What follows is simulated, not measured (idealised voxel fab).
The document below concerns the process module designated voxel wiring stack.
Cross-sectional view cut (width: 260 nm; square cell size: 5 nm).
Cross-section = grid of square cells, listed top down in bands; band = one or more rows.
Look at the band entry: it leads with the top's height and the bottom's height in nm. Then it lists the materials left to right, with a width in nm for each. The word "throughout" on a single material says that material fills the band edge to edge. The word "empty" is empty space.
Below 0: as-received wafer, all one material; heights counted from there. Lowest band: no bottom, goes on down, written "0..down".
The notation "30..40" denotes a width that varies across the rows of cells in the band, beginning at the first number in the top row, finishing at the second number in the bottom row, and changing by an identical amount from each row to the next.
Key: "stayed the same" - step with no changed cell in the cross-section.
Closed-off voids of 8+ cells (no open route to the top) go in "Fully enclosed voids", written width x height at distance from the left edge, in nm.
Read whatever lies past the settings on a step's line as the simulator's own remark about the step.
A step's line can hold "overlay nm"; with a mask on that step, the setting says how far right of the planned place the mask lay, while a negative setting says it lay to the left.
**plan**
- 1: RECEIVE [material Si]
- 2: CONFORMAL_DEP [material SiO2] [thk nm 15]
- 3: DIRECTIONAL_DEP [material TiN] [thk nm 5]
- 4: DIRECTIONAL_DEP [material W] [thk nm 25]
- 5: MASKED_ETCH [tone cover] [mask id METAL_1] [width nm 30] [pitch nm 55] [etch materials W] [depth nm 25] [overlay nm 0]
- 6: MASKED_ETCH [tone cover] [mask id METAL_1] [width nm 30] [pitch nm 55] [etch materials TiN] [depth nm 5] [overlay nm 0]
- 7: FILL_DEP [material lowk] [thk nm 5]
- 8: CMP [height nm 45]
- 9: CONFORMAL_DEP [material SiCN] [thk nm 5]
- 10: DIRECTIONAL_DEP [material lowk] [thk nm 10]
- 11: MASKED_ETCH [tone open] [mask id PLUG_1] [width nm 15] [etch materials lowk] [depth nm 10] [overlay nm 0]
- 12: MASKED_ETCH [tone open] [mask id PLUG_1] [width nm 15] [etch materials SiCN] [depth nm 5] [overlay nm 0]
- 13: EPI [material Ru] [thk nm 10]
- 14: EPI [material Ru] [thk nm 5]
- 15: DIRECTIONAL_DEP [material TiN] [thk nm 5]
- 16: DIRECTIONAL_DEP [material W] [thk nm 15]
- 17: PATTERN [tone cover] [mask id METAL_2] [material resist] [width nm 30] [pitch nm 55] [thk nm 15] [overlay nm 0]
- 18: DIRECTIONAL_ETCH [etch materials W] [depth nm 15]
- 19: DIRECTIONAL_ETCH [etch materials TiN] [depth nm 5]
- 20: STRIP [etch materials resist]
- 21: FILL_DEP [material lowk] [thk nm 10]
- 22: CMP [height nm 80]
- 23: CONFORMAL_DEP [material SiCN] [thk nm 5]
- 24: DIRECTIONAL_DEP [material lowk] [thk nm 15]
- 25: PATTERN [tone open] [mask id PLUG_2] [material resist] [width nm 15] [pitch nm 55] [thk nm 20] [overlay nm 0]
- 26: DIRECTIONAL_ETCH [etch materials lowk] [depth nm 15]
- 27: DIRECTIONAL_ETCH [etch materials SiCN] [depth nm 5]
- 28: STRIP [etch materials resist]
- 29: EPI [material Ru] [thk nm 10]
- 30: EPI [material Ru] [thk nm 10]
- 31: CONFORMAL_DEP [material SiCN] [thk nm 5]
- 32: DIRECTIONAL_DEP [material lowk] [thk nm 20]
- 33: DIRECTIONAL_DEP [material aC] [thk nm 10]
- 34: PATTERN [tone open] [mask id METAL_3] [material resist] [width nm 30] [pitch nm 55] [thk nm 25] [overlay nm 0]
- 35: DIRECTIONAL_ETCH [etch materials aC] [depth nm 10]
- 36: STRIP [etch materials resist]
- 37: DIRECTIONAL_ETCH [etch materials lowk] [depth nm 20]
- 38: DIRECTIONAL_ETCH [etch materials SiCN] [depth nm 5]
- 39: STRIP [etch materials aC]
- 40: CONFORMAL_DEP [material TiN] [thk nm 5]
- 41: FILL_DEP [material Ru] [thk nm 10]
- 42: CMP [height nm 125]
- 43: CONFORMAL_DEP [material SiCN] [thk nm 5]
- 44: DIRECTIONAL_DEP [material SiO2] [thk nm 10]
- 45: MASKED_ETCH [tone open] [mask id PLUG_3] [width nm 15] [pitch nm 55] [etch materials SiO2] [depth nm 10] [overlay nm 0]
- 46: MASKED_ETCH [tone open] [mask id PLUG_3] [width nm 15] [pitch nm 55] [etch materials SiCN] [depth nm 5] [overlay nm 0]
- 47: CONFORMAL_DEP [material TiN] [thk nm 5]
- 48: FILL_DEP [material W] [thk nm 10]
- 49: CMP [height nm 140]
- 50: CONFORMAL_DEP [material SiN] [thk nm 5]
- 51: DIRECTIONAL_DEP [material SiO2] [thk nm 20]
- 52: PATTERN [tone open] [mask id METAL_4] [material resist] [width nm 30] [pitch nm 55] [thk nm 20] [overlay nm 0]
- 53: DIRECTIONAL_ETCH [etch materials SiO2] [depth nm 20]
- 54: DIRECTIONAL_ETCH [etch materials SiN] [depth nm 5]
- 55: STRIP [etch materials resist]
- 56: CONFORMAL_DEP [material TiN] [thk nm 5]
- 57: FILL_DEP [material Cu] [thk nm 10]
- 58: CMP [height nm 165]
- 59: EPI [material Ru] [thk nm 5]
- 60: FILL_DEP [material SiCN] [thk nm 5]
**First of two wafers, with the run carried out as planned**
**As received (post step 1): cross-section**
  0..down | Si throughout
  Fully enclosed voids: none
**Cross-section through the wafer, step 2 finished**
  15..0 | SiO2 throughout
  Anything lower than 0 is untouched.
**Cross-section through the wafer, step 3 finished**
  20..15 | TiN throughout
  Anything lower than 15 is untouched.
**Cross-section through the wafer, step 4 finished**
  45..20 | W throughout
  Anything lower than 20 is untouched.
**Cross-section through the wafer, step 5 finished**
  45..20 | empty: 85, W: 30, empty: 25, W: 30, empty: 90
  Anything lower than 20 is untouched.
**Cross-section through the wafer, step 6 finished**
  45..20 | empty: 85, W: 30, empty: 25, W: 30, empty: 90
  20..15 | empty: 85, TiN: 30, empty: 25, TiN: 30, empty: 90
  Anything lower than 15 is untouched.
**Cross-section through the wafer, step 7 finished**
  50..45 | lowk throughout
  45..20 | lowk: 85, W: 30, lowk: 25, W: 30, lowk: 90
  20..15 | lowk: 85, TiN: 30, lowk: 25, TiN: 30, lowk: 90
  Anything lower than 15 is untouched.
**Cross-section through the wafer, step 8 finished**
  45..20 | lowk: 85, W: 30, lowk: 25, W: 30, lowk: 90
  Anything lower than 20 is untouched.
**Cross-section through the wafer, step 9 finished**
  50..45 | SiCN throughout
  Anything lower than 45 is untouched.
**Cross-section through the wafer, step 10 finished**
  60..50 | lowk throughout
  Anything lower than 50 is untouched.
**Cross-section through the wafer, step 11 finished**
  60..50 | lowk: 85, empty: 15, lowk: 160
  Anything lower than 50 is untouched.
**Cross-section through the wafer, step 12 finished**
  60..50 | lowk: 85, empty: 15, lowk: 160
  50..45 | SiCN: 85, empty: 15, SiCN: 160
  Anything lower than 45 is untouched.
**Cross-section through the wafer, step 13 finished**
  60..55 | lowk: 85, empty: 15, lowk: 160
  55..50 | lowk: 85, Ru: 15, lowk: 160
  50..45 | SiCN: 85, Ru: 15, SiCN: 160
  Anything lower than 45 is untouched.
**Cross-section through the wafer, step 14 finished**
  60..50 | lowk: 85, Ru: 15, lowk: 160
  Anything lower than 50 is untouched.
**Cross-section through the wafer, step 15 finished**
  65..60 | TiN throughout
  Anything lower than 60 is untouched.
**Cross-section through the wafer, step 16 finished**
  80..65 | W throughout
  Anything lower than 65 is untouched.
**Cross-section through the wafer, step 17 finished**
  95..80 | empty: 85, resist: 30, empty: 25, resist: 30, empty: 90
  Anything lower than 80 is untouched.
**Cross-section through the wafer, step 18 finished**
  95..80 | empty: 85, resist: 30, empty: 25, resist: 30, empty: 90
  80..65 | empty: 85, W: 30, empty: 25, W: 30, empty: 90
  Anything lower than 65 is untouched.
**Cross-section through the wafer, step 19 finished**
  95..80 | empty: 85, resist: 30, empty: 25, resist: 30, empty: 90
  80..65 | empty: 85, W: 30, empty: 25, W: 30, empty: 90
  65..60 | empty: 85, TiN: 30, empty: 25, TiN: 30, empty: 90
  Anything lower than 60 is untouched.
**Cross-section through the wafer, step 20 finished**
  80..65 | empty: 85, W: 30, empty: 25, W: 30, empty: 90
  Anything lower than 65 is untouched.
**Cross-section through the wafer, step 21 finished**
  90..80 | lowk throughout
  80..65 | lowk: 85, W: 30, lowk: 25, W: 30, lowk: 90
  65..60 | lowk: 85, TiN: 30, lowk: 25, TiN: 30, lowk: 90
  Anything lower than 60 is untouched.
**Cross-section through the wafer, step 22 finished**
  80..65 | lowk: 85, W: 30, lowk: 25, W: 30, lowk: 90
  Anything lower than 65 is untouched.
**Cross-section through the wafer, step 23 finished**
  85..80 | SiCN throughout
  Anything lower than 80 is untouched.
**Cross-section through the wafer, step 24 finished**
  100..85 | lowk throughout
  Anything lower than 85 is untouched.
**Cross-section through the wafer, step 25 finished**
  120..100 | resist: 85, empty: 15, resist: 40, empty: 15, resist: 105
  Anything lower than 100 is untouched.
**Cross-section through the wafer, step 26 finished**
  120..100 | resist: 85, empty: 15, resist: 40, empty: 15, resist: 105
  100..85 | lowk: 85, empty: 15, lowk: 40, empty: 15, lowk: 105
  Anything lower than 85 is untouched.
**Cross-section through the wafer, step 27 finished**
  120..100 | resist: 85, empty: 15, resist: 40, empty: 15, resist: 105
  100..85 | lowk: 85, empty: 15, lowk: 40, empty: 15, lowk: 105
  85..80 | SiCN: 85, empty: 15, SiCN: 40, empty: 15, SiCN: 105
  Anything lower than 80 is untouched.
**Cross-section through the wafer, step 28 finished**
  100..85 | lowk: 85, empty: 15, lowk: 40, empty: 15, lowk: 105
  Anything lower than 85 is untouched.
**Cross-section through the wafer, step 29 finished**
  100..90 | lowk: 85, empty: 15, lowk: 40, empty: 15, lowk: 105
  90..85 | lowk: 85, Ru: 15, lowk: 40, Ru: 15, lowk: 105
  85..80 | SiCN: 85, Ru: 15, SiCN: 40, Ru: 15, SiCN: 105
  Anything lower than 80 is untouched.
**Cross-section through the wafer, step 30 finished**
  100..85 | lowk: 85, Ru: 15, lowk: 40, Ru: 15, lowk: 105
  Anything lower than 85 is untouched.
**Cross-section through the wafer, step 31 finished**
  105..100 | SiCN throughout
  Anything lower than 100 is untouched.
**Cross-section through the wafer, step 32 finished**
  125..105 | lowk throughout
  Anything lower than 105 is untouched.
**Cross-section through the wafer, step 33 finished**
  135..125 | aC throughout
  Anything lower than 125 is untouched.
**Cross-section through the wafer, step 34 finished**
  160..135 | resist: 85, empty: 30, resist: 25, empty: 30, resist: 90
  Anything lower than 135 is untouched.
**Cross-section through the wafer, step 35 finished**
  150..135 | resist: 85, empty: 30, resist: 25, empty: 30, resist: 90
  135..125 | aC: 85, empty: 30, aC: 25, empty: 30, aC: 90
  Anything lower than 125 is untouched.
**Cross-section through the wafer, step 36 finished**
  135..125 | aC: 85, empty: 30, aC: 25, empty: 30, aC: 90
  Anything lower than 125 is untouched.
**Cross-section through the wafer, step 37 finished**
  135..125 | aC: 85, empty: 30, aC: 25, empty: 30, aC: 90
  125..105 | lowk: 85, empty: 30, lowk: 25, empty: 30, lowk: 90
  Anything lower than 105 is untouched.
**Cross-section through the wafer, step 38 finished**
  135..125 | aC: 85, empty: 30, aC: 25, empty: 30, aC: 90
  125..105 | lowk: 85, empty: 30, lowk: 25, empty: 30, lowk: 90
  105..100 | SiCN: 85, empty: 30, SiCN: 25, empty: 30, SiCN: 90
  Anything lower than 100 is untouched.
**Cross-section through the wafer, step 39 finished**
  125..105 | lowk: 85, empty: 30, lowk: 25, empty: 30, lowk: 90
  Anything lower than 105 is untouched.
**Cross-section through the wafer, step 40 finished**
  130..125 | TiN: 90, empty: 20, TiN: 35, empty: 20, TiN: 95
  125..105 | lowk: 85, TiN: 5, empty: 20, TiN: 5, lowk: 25, TiN: 5, empty: 20, TiN: 5, lowk: 90
  105..100 | SiCN: 85, TiN: 30, SiCN: 25, TiN: 30, SiCN: 90
  Anything lower than 100 is untouched.
**Cross-section through the wafer, step 41 finished**
  140..130 | Ru throughout
  130..125 | TiN: 90, Ru: 20, TiN: 35, Ru: 20, TiN: 95
  125..105 | lowk: 85, TiN: 5, Ru: 20, TiN: 5, lowk: 25, TiN: 5, Ru: 20, TiN: 5, lowk: 90
  Anything lower than 105 is untouched.
**Cross-section through the wafer, step 42 finished**
  125..105 | lowk: 85, TiN: 5, Ru: 20, TiN: 5, lowk: 25, TiN: 5, Ru: 20, TiN: 5, lowk: 90
  Anything lower than 105 is untouched.
**Cross-section through the wafer, step 43 finished**
  130..125 | SiCN throughout
  Anything lower than 125 is untouched.
**Cross-section through the wafer, step 44 finished**
  140..130 | SiO2 throughout
  Anything lower than 130 is untouched.
**Cross-section through the wafer, step 45 finished**
  140..130 | SiO2: 85, empty: 15, SiO2: 40, empty: 15, SiO2: 105
  Anything lower than 130 is untouched.
**Cross-section through the wafer, step 46 finished**
  140..130 | SiO2: 85, empty: 15, SiO2: 40, empty: 15, SiO2: 105
  130..125 | SiCN: 85, empty: 15, SiCN: 40, empty: 15, SiCN: 105
  Anything lower than 125 is untouched.
**Cross-section through the wafer, step 47 finished**
  145..140 | TiN: 90, empty: 5, TiN: 50, empty: 5, TiN: 110
  140..130 | SiO2: 85, TiN: 5, empty: 5, TiN: 5, SiO2: 40, TiN: 5, empty: 5, TiN: 5, SiO2: 105
  130..125 | SiCN: 85, TiN: 15, SiCN: 40, TiN: 15, SiCN: 105
  Anything lower than 125 is untouched.
**Cross-section through the wafer, step 48 finished**
  155..145 | W throughout
  145..140 | TiN: 90, W: 5, TiN: 50, W: 5, TiN: 110
  140..130 | SiO2: 85, TiN: 5, W: 5, TiN: 5, SiO2: 40, TiN: 5, W: 5, TiN: 5, SiO2: 105
  Anything lower than 130 is untouched.
**Cross-section through the wafer, step 49 finished**
  140..130 | SiO2: 85, TiN: 5, W: 5, TiN: 5, SiO2: 40, TiN: 5, W: 5, TiN: 5, SiO2: 105
  Anything lower than 130 is untouched.
**Cross-section through the wafer, step 50 finished**
  145..140 | SiN throughout
  Anything lower than 140 is untouched.
**Cross-section through the wafer, step 51 finished**
  165..145 | SiO2 throughout
  Anything lower than 145 is untouched.
**Cross-section through the wafer, step 52 finished**
  185..165 | resist: 85, empty: 30, resist: 25, empty: 30, resist: 90
  Anything lower than 165 is untouched.
**Cross-section through the wafer, step 53 finished**
  185..165 | resist: 85, empty: 30, resist: 25, empty: 30, resist: 90
  165..145 | SiO2: 85, empty: 30, SiO2: 25, empty: 30, SiO2: 90
  Anything lower than 145 is untouched.
**Cross-section through the wafer, step 54 finished**
  185..165 | resist: 85, empty: 30, resist: 25, empty: 30, resist: 90
  165..145 | SiO2: 85, empty: 30, SiO2: 25, empty: 30, SiO2: 90
  145..140 | SiN: 85, empty: 30, SiN: 25, empty: 30, SiN: 90
  Anything lower than 140 is untouched.
**Cross-section through the wafer, step 55 finished**
  165..145 | SiO2: 85, empty: 30, SiO2: 25, empty: 30, SiO2: 90
  Anything lower than 145 is untouched.
**Cross-section through the wafer, step 56 finished**
  170..165 | TiN: 90, empty: 20, TiN: 35, empty: 20, TiN: 95
  165..145 | SiO2: 85, TiN: 5, empty: 20, TiN: 5, SiO2: 25, TiN: 5, empty: 20, TiN: 5, SiO2: 90
  145..140 | SiN: 85, TiN: 30, SiN: 25, TiN: 30, SiN: 90
  Anything lower than 140 is untouched.
**Cross-section through the wafer, step 57 finished**
  180..170 | Cu throughout
  170..165 | TiN: 90, Cu: 20, TiN: 35, Cu: 20, TiN: 95
  165..145 | SiO2: 85, TiN: 5, Cu: 20, TiN: 5, SiO2: 25, TiN: 5, Cu: 20, TiN: 5, SiO2: 90
  Anything lower than 145 is untouched.
**Cross-section through the wafer, step 58 finished**
  165..145 | SiO2: 85, TiN: 5, Cu: 20, TiN: 5, SiO2: 25, TiN: 5, Cu: 20, TiN: 5, SiO2: 90
  Anything lower than 145 is untouched.
**Cross-section through the wafer, step 59 finished**
  170..165 | empty: 80, Ru: 40, empty: 15, Ru: 40, empty: 85
  Anything lower than 165 is untouched.
**Cross-section through the wafer, step 60 finished**
  175..170 | SiCN throughout
  170..165 | SiCN: 80, Ru: 40, SiCN: 15, Ru: 40, SiCN: 85
  Anything lower than 165 is untouched.
**Notes, second wafer: start = first wafer's, plan = first wafer's, execution had one mistake; history identical to first through step 10**
**Second wafer cross-section, taken as of the time the plan sets for step 11 to be done**
  60..50 | lowk: 90, empty: 15, lowk: 155
  Anything lower than 50 is untouched.
**Second wafer cross-section, taken as of the time the plan sets for step 12 to be done**
  60..50 | lowk: 90, empty: 15, lowk: 155
  50..45 | SiCN: 90, empty: 10, SiCN: 160
  Anything lower than 45 is untouched.
**Second wafer cross-section, taken as of the time the plan sets for step 13 to be done**
  60..55 | lowk: 90, empty: 15, lowk: 155
  55..50 | lowk: 90, Ru: 15, lowk: 155
  50..45 | SiCN: 90, Ru: 10, SiCN: 160
  Anything lower than 45 is untouched.
**Second wafer cross-section, taken as of the time the plan sets for step 14 to be done**
  60..50 | lowk: 90, Ru: 15, lowk: 155
  Anything lower than 50 is untouched.
**Second wafer cross-section, taken as of the time the plan sets for step 15 to be done**
  65..60 | TiN throughout
  Anything lower than 60 is untouched.
**Second wafer cross-section, taken as of the time the plan sets for step 16 to be done**
  80..65 | W throughout
  Anything lower than 65 is untouched.
**Second wafer cross-section, taken as of the time the plan sets for step 17 to be done**
  95..80 | empty: 85, resist: 30, empty: 25, resist: 30, empty: 90
  Anything lower than 80 is untouched.
**Second wafer cross-section, taken as of the time the plan sets for step 18 to be done**
  95..80 | empty: 85, resist: 30, empty: 25, resist: 30, empty: 90
  80..65 | empty: 85, W: 30, empty: 25, W: 30, empty: 90
  Anything lower than 65 is untouched.
**Second wafer cross-section, taken as of the time the plan sets for step 19 to be done**
  95..80 | empty: 85, resist: 30, empty: 25, resist: 30, empty: 90
  80..65 | empty: 85, W: 30, empty: 25, W: 30, empty: 90
  65..60 | empty: 85, TiN: 30, empty: 25, TiN: 30, empty: 90
  Anything lower than 60 is untouched.
**Second wafer cross-section, taken as of the time the plan sets for step 20 to be done**
  80..65 | empty: 85, W: 30, empty: 25, W: 30, empty: 90
  Anything lower than 65 is untouched.
**Second wafer cross-section, taken as of the time the plan sets for step 21 to be done**
  90..80 | lowk throughout
  80..65 | lowk: 85, W: 30, lowk: 25, W: 30, lowk: 90
  65..60 | lowk: 85, TiN: 30, lowk: 25, TiN: 30, lowk: 90
  Anything lower than 60 is untouched.
**Second wafer cross-section, taken as of the time the plan sets for step 22 to be done**
  80..65 | lowk: 85, W: 30, lowk: 25, W: 30, lowk: 90
  Anything lower than 65 is untouched.
**Second wafer cross-section, taken as of the time the plan sets for step 23 to be done**
  85..80 | SiCN throughout
  Anything lower than 80 is untouched.
**Second wafer cross-section, taken as of the time the plan sets for step 24 to be done**
  100..85 | lowk throughout
  Anything lower than 85 is untouched.
**Second wafer cross-section, taken as of the time the plan sets for step 25 to be done**
  120..100 | resist: 85, empty: 15, resist: 40, empty: 15, resist: 105
  Anything lower than 100 is untouched.
**Second wafer cross-section, taken as of the time the plan sets for step 26 to be done**
  120..100 | resist: 85, empty: 15, resist: 40, empty: 15, resist: 105
  100..85 | lowk: 85, empty: 15, lowk: 40, empty: 15, lowk: 105
  Anything lower than 85 is untouched.
**Second wafer cross-section, taken as of the time the plan sets for step 27 to be done**
  120..100 | resist: 85, empty: 15, resist: 40, empty: 15, resist: 105
  100..85 | lowk: 85, empty: 15, lowk: 40, empty: 15, lowk: 105
  85..80 | SiCN: 85, empty: 15, SiCN: 40, empty: 15, SiCN: 105
  Anything lower than 80 is untouched.
**Second wafer cross-section, taken as of the time the plan sets for step 28 to be done**
  100..85 | lowk: 85, empty: 15, lowk: 40, empty: 15, lowk: 105
  Anything lower than 85 is untouched.
**Second wafer cross-section, taken as of the time the plan sets for step 29 to be done**
  100..90 | lowk: 85, empty: 15, lowk: 40, empty: 15, lowk: 105
  90..85 | lowk: 85, Ru: 15, lowk: 40, Ru: 15, lowk: 105
  85..80 | SiCN: 85, Ru: 15, SiCN: 40, Ru: 15, SiCN: 105
  Anything lower than 80 is untouched.
**Second wafer cross-section, taken as of the time the plan sets for step 30 to be done**
  100..85 | lowk: 85, Ru: 15, lowk: 40, Ru: 15, lowk: 105
  Anything lower than 85 is untouched.
**Second wafer cross-section, taken as of the time the plan sets for step 31 to be done**
  105..100 | SiCN throughout
  Anything lower than 100 is untouched.
**Second wafer cross-section, taken as of the time the plan sets for step 32 to be done**
  125..105 | lowk throughout
  Anything lower than 105 is untouched.
**Second wafer cross-section, taken as of the time the plan sets for step 33 to be done**
  135..125 | aC throughout
  Anything lower than 125 is untouched.
**Second wafer cross-section, taken as of the time the plan sets for step 34 to be done**
  160..135 | resist: 85, empty: 30, resist: 25, empty: 30, resist: 90
  Anything lower than 135 is untouched.
**Second wafer cross-section, taken as of the time the plan sets for step 35 to be done**
  150..135 | resist: 85, empty: 30, resist: 25, empty: 30, resist: 90
  135..125 | aC: 85, empty: 30, aC: 25, empty: 30, aC: 90
  Anything lower than 125 is untouched.
**Second wafer cross-section, taken as of the time the plan sets for step 36 to be done**
  135..125 | aC: 85, empty: 30, aC: 25, empty: 30, aC: 90
  Anything lower than 125 is untouched.
**Second wafer cross-section, taken as of the time the plan sets for step 37 to be done**
  135..125 | aC: 85, empty: 30, aC: 25, empty: 30, aC: 90
  125..105 | lowk: 85, empty: 30, lowk: 25, empty: 30, lowk: 90
  Anything lower than 105 is untouched.
**Second wafer cross-section, taken as of the time the plan sets for step 38 to be done**
  135..125 | aC: 85, empty: 30, aC: 25, empty: 30, aC: 90
  125..105 | lowk: 85, empty: 30, lowk: 25, empty: 30, lowk: 90
  105..100 | SiCN: 85, empty: 30, SiCN: 25, empty: 30, SiCN: 90
  Anything lower than 100 is untouched.
**Second wafer cross-section, taken as of the time the plan sets for step 39 to be done**
  125..105 | lowk: 85, empty: 30, lowk: 25, empty: 30, lowk: 90
  Anything lower than 105 is untouched.
**Second wafer cross-section, taken as of the time the plan sets for step 40 to be done**
  130..125 | TiN: 90, empty: 20, TiN: 35, empty: 20, TiN: 95
  125..105 | lowk: 85, TiN: 5, empty: 20, TiN: 5, lowk: 25, TiN: 5, empty: 20, TiN: 5, lowk: 90
  105..100 | SiCN: 85, TiN: 30, SiCN: 25, TiN: 30, SiCN: 90
  Anything lower than 100 is untouched.
**Second wafer cross-section, taken as of the time the plan sets for step 41 to be done**
  140..130 | Ru throughout
  130..125 | TiN: 90, Ru: 20, TiN: 35, Ru: 20, TiN: 95
  125..105 | lowk: 85, TiN: 5, Ru: 20, TiN: 5, lowk: 25, TiN: 5, Ru: 20, TiN: 5, lowk: 90
  Anything lower than 105 is untouched.
**Second wafer cross-section, taken as of the time the plan sets for step 42 to be done**
  125..105 | lowk: 85, TiN: 5, Ru: 20, TiN: 5, lowk: 25, TiN: 5, Ru: 20, TiN: 5, lowk: 90
  Anything lower than 105 is untouched.
**Second wafer cross-section, taken as of the time the plan sets for step 43 to be done**
  130..125 | SiCN throughout
  Anything lower than 125 is untouched.
**Second wafer cross-section, taken as of the time the plan sets for step 44 to be done**
  140..130 | SiO2 throughout
  Anything lower than 130 is untouched.
**Second wafer cross-section, taken as of the time the plan sets for step 45 to be done**
  140..130 | SiO2: 85, empty: 15, SiO2: 40, empty: 15, SiO2: 105
  Anything lower than 130 is untouched.
**Second wafer cross-section, taken as of the time the plan sets for step 46 to be done**
  140..130 | SiO2: 85, empty: 15, SiO2: 40, empty: 15, SiO2: 105
  130..125 | SiCN: 85, empty: 15, SiCN: 40, empty: 15, SiCN: 105
  Anything lower than 125 is untouched.
**Second wafer cross-section, taken as of the time the plan sets for step 47 to be done**
  145..140 | TiN: 90, empty: 5, TiN: 50, empty: 5, TiN: 110
  140..130 | SiO2: 85, TiN: 5, empty: 5, TiN: 5, SiO2: 40, TiN: 5, empty: 5, TiN: 5, SiO2: 105
  130..125 | SiCN: 85, TiN: 15, SiCN: 40, TiN: 15, SiCN: 105
  Anything lower than 125 is untouched.
**Second wafer cross-section, taken as of the time the plan sets for step 48 to be done**
  155..145 | W throughout
  145..140 | TiN: 90, W: 5, TiN: 50, W: 5, TiN: 110
  140..130 | SiO2: 85, TiN: 5, W: 5, TiN: 5, SiO2: 40, TiN: 5, W: 5, TiN: 5, SiO2: 105
  Anything lower than 130 is untouched.
**Second wafer cross-section, taken as of the time the plan sets for step 49 to be done**
  140..130 | SiO2: 85, TiN: 5, W: 5, TiN: 5, SiO2: 40, TiN: 5, W: 5, TiN: 5, SiO2: 105
  Anything lower than 130 is untouched.
**Second wafer cross-section, taken as of the time the plan sets for step 50 to be done**
  145..140 | SiN throughout
  Anything lower than 140 is untouched.
**Second wafer cross-section, taken as of the time the plan sets for step 51 to be done**
  165..145 | SiO2 throughout
  Anything lower than 145 is untouched.
**Second wafer cross-section, taken as of the time the plan sets for step 52 to be done**
  185..165 | resist: 85, empty: 30, resist: 25, empty: 30, resist: 90
  Anything lower than 165 is untouched.
**Second wafer cross-section, taken as of the time the plan sets for step 53 to be done**
  185..165 | resist: 85, empty: 30, resist: 25, empty: 30, resist: 90
  165..145 | SiO2: 85, empty: 30, SiO2: 25, empty: 30, SiO2: 90
  Anything lower than 145 is untouched.
**Second wafer cross-section, taken as of the time the plan sets for step 54 to be done**
  185..165 | resist: 85, empty: 30, resist: 25, empty: 30, resist: 90
  165..145 | SiO2: 85, empty: 30, SiO2: 25, empty: 30, SiO2: 90
  145..140 | SiN: 85, empty: 30, SiN: 25, empty: 30, SiN: 90
  Anything lower than 140 is untouched.
**Second wafer cross-section, taken as of the time the plan sets for step 55 to be done**
  165..145 | SiO2: 85, empty: 30, SiO2: 25, empty: 30, SiO2: 90
  Anything lower than 145 is untouched.
**Second wafer cross-section, taken as of the time the plan sets for step 56 to be done**
  170..165 | TiN: 90, empty: 20, TiN: 35, empty: 20, TiN: 95
  165..145 | SiO2: 85, TiN: 5, empty: 20, TiN: 5, SiO2: 25, TiN: 5, empty: 20, TiN: 5, SiO2: 90
  145..140 | SiN: 85, TiN: 30, SiN: 25, TiN: 30, SiN: 90
  Anything lower than 140 is untouched.
**Second wafer cross-section, taken as of the time the plan sets for step 57 to be done**
  180..170 | Cu throughout
  170..165 | TiN: 90, Cu: 20, TiN: 35, Cu: 20, TiN: 95
  165..145 | SiO2: 85, TiN: 5, Cu: 20, TiN: 5, SiO2: 25, TiN: 5, Cu: 20, TiN: 5, SiO2: 90
  Anything lower than 145 is untouched.
**Second wafer cross-section, taken as of the time the plan sets for step 58 to be done**
  165..145 | SiO2: 85, TiN: 5, Cu: 20, TiN: 5, SiO2: 25, TiN: 5, Cu: 20, TiN: 5, SiO2: 90
  Anything lower than 145 is untouched.
**Second wafer cross-section, taken as of the time the plan sets for step 59 to be done**
  170..165 | empty: 80, Ru: 40, empty: 15, Ru: 40, empty: 85
  Anything lower than 165 is untouched.
**Second wafer cross-section, taken as of the time the plan sets for step 60 to be done**
  175..170 | SiCN throughout
  170..165 | SiCN: 80, Ru: 40, SiCN: 15, Ru: 40, SiCN: 85
  Anything lower than 165 is untouched.
It is concluded that the wafer was processed incorrectly with respect to the plan, in that planned and actual differ for step 11; actual: MASKED_ETCH [tone open] [mask id PLUG_1] [width nm 15] [etch materials lowk] [depth nm 10] [overlay nm 5]
It is noted that, at the conclusion of processing, the second wafer exhibits a higher or lower cell count for certain materials relative to the first: 1 fewer of Ru | 1 more of SiCN
